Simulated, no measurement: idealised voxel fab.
Title: Process Module voxel fin reveal
Cross-sectional view cut (width: 215 nm; square cell size: 5 nm).
Cross-sections here: square-cell grids, written as top-down lists of bands, a band being one or more rows of cells.
Heads up on the band format: heights come first, top then bottom, in nm. After that it's the materials left to right, each with its width in nm. A single material flagged "everywhere" fills the whole band edge to edge, and "blank" means there's empty space there.
Height is counted from the level 0, under which the received wafer is composed throughout of one material. The lowest of the bands is not closed at the bottom but continues downward, in the notation "0..down".
When a width is written as two numbers, as in "30->40", the first number is the width in the top row of cells of the band and the second is the width in its bottom row, and the width changes by the same amount from each row to the next.
What does "nothing was modified" mean for a step? It means no cell of the cross-section changed in that step.
"Sealed void listing" enumerates empty spaces isolated from the top, with no open way to it, that contain at least 8 cells, giving each as width x height at distance from the left edge, all three in nm.
Whatever follows a step's settings on its line is a remark the simulator itself makes about that step.
What "overlay nm" on a step's line means: if the step has a mask, that mask lay this far to the right of its planned place, or, when the value is negative, to the left.
### List of planned process steps
step 1: op RECEIVE | material Si
step 2: op CONFORMAL_DEP | material SiN | thk nm 10
step 3: op DIRECTIONAL_DEP | material aC | thk nm 10
step 4: op PATTERN | tone cover | mask id FINS | material resist | width nm 15 | pitch nm 40 | thk nm 25 | overlay nm 0
step 5: op DIRECTIONAL_ETCH | etch materials aC | depth nm 10
step 6: op STRIP | etch materials resist
step 7: op DIRECTIONAL_ETCH | etch materials SiN | depth nm 10
step 8: op DIRECTIONAL_ETCH | etch materials Si | depth nm 30
step 9: op STRIP | etch materials aC
step 10: op OXIDIZE | depth nm 5
step 11: op FILL_DEP | material SiO2 | thk nm 10
step 12: op CMP | height nm 10
step 13: op SELECTIVE_ETCH | etch materials SiO2 | depth nm 25
step 14: op STRIP | etch materials SiN
### Cross-section of the wafer upon arrival, representing the state reached after step 1
	0..down: Si everywhere
	Sealed void listing: none
### Starting wafer: above. Plan: above. Run: one mistake. Cross-section after the module: below
	0..-15: 65 blank | 5 Si | 35 blank | 5 Si | 35 blank | 5 Si | 65 blank
	-15..-65: 65 SiO2 | 5 Si | 35 SiO2 | 5 Si | 35 SiO2 | 5 Si | 65 SiO2
	-65..down: Si everywhere
	Sealed void listing: none
Error vs. plan: it should be noted that step 8 of the plan was executed twice
